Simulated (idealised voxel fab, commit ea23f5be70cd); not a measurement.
Name of the process module below: voxel air gaps
Pictured: cross-section cut, 170 nm wide, on a grid of 5 nm square cells.
Format of a cross-section: grid, square cells. Given as bands. Order: top down. Band: one or more rows of cells.
This entry defines a band. It first specifies the height of the band's top and the height of its bottom in nm, and then specifies the band's materials from left to right, stating each material with its width in nm. The word "all across" identifies a single material that fills the band from edge to edge, while the word "empty" identifies empty space.
Heights are measured from 0, the level below which the as-received wafer is all one material; the lowest band has no bottom and continues downward, written as in "0 -> down".
The expression "30->40" gives the width at the extremes of the band, the first number at its top row of cells and the second at its bottom row, with the width changing by equal amounts from each row to the next in between.
It should be understood that the words "changes: none", when stated for a given step, signify that the cross-section underwent no change in any of its cells during that step.
Look at "Enclosed cavities" for the closed voids: empty spaces with no open path to the top, sized 8 cells or up. Each is width x height at distance, distance from the left edge, all nm.
Note: text after step settings on the step line = simulator remark on that step.
Steps that use a mask can have "overlay nm" on their line. It says how far the mask sat to the right of where it was meant to be. Negative means to the left.

**Steps planned for the process**
1 RECEIVE,material Si
2 CONFORMAL_DEP,material SiO2,thk nm 15
3 CONFORMAL_DEP,material SiCN,thk nm 5
4 DIRECTIONAL_DEP,material lowk,thk nm 30
5 MASKED_ETCH,tone open,mask id LINES,width nm 15,pitch nm 45,etch materials lowk,depth nm 30,overlay nm 0
6 CONFORMAL_DEP,material TiN,thk nm 5
7 FILL_DEP,material Cu,thk nm 10
8 CMP,height nm 50
9 EPI,material Ru,thk nm 10
10 SELECTIVE_ETCH,etch materials lowk,depth nm 40
11 CONFORMAL_DEP,material SiCN,thk nm 5

**This is the cross-section of the wafer as we received it, i.e. after step 1**
  0 -> down | Si all across
  Enclosed cavities: none

**Here's the wafer cut in cross-section after the module, started and planned just like above, except one thing was done wrong in the run**
  75 -> 70 | empty: 5  SiCN: 155  empty: 10
  70 -> 50 | empty: 5  SiCN: 5  Ru: 145  SiCN: 5  empty: 10
  50 -> 45 | empty: 5  SiCN: 25  TiN: 5  Cu: 5  TiN: 5  lowk: 30  TiN: 5  Cu: 5  TiN: 5  lowk: 30  TiN: 5  Cu: 5  TiN: 5  SiCN: 25  empty: 10
  45 -> 25 | empty: 25  SiCN: 5  TiN: 5  Cu: 5  TiN: 5  lowk: 30  TiN: 5  Cu: 5  TiN: 5  lowk: 30  TiN: 5  Cu: 5  TiN: 5  SiCN: 5  empty: 30
  25 -> 20 | SiCN: 30  TiN: 15  lowk: 30  TiN: 15  lowk: 30  TiN: 15  SiCN: 35
  20 -> 15 | SiCN all across
  15 -> 0 | SiO2 all across
  0 -> down | Si all across
  Enclosed cavities: none
Run error: step 9 of the plan saw execution twice
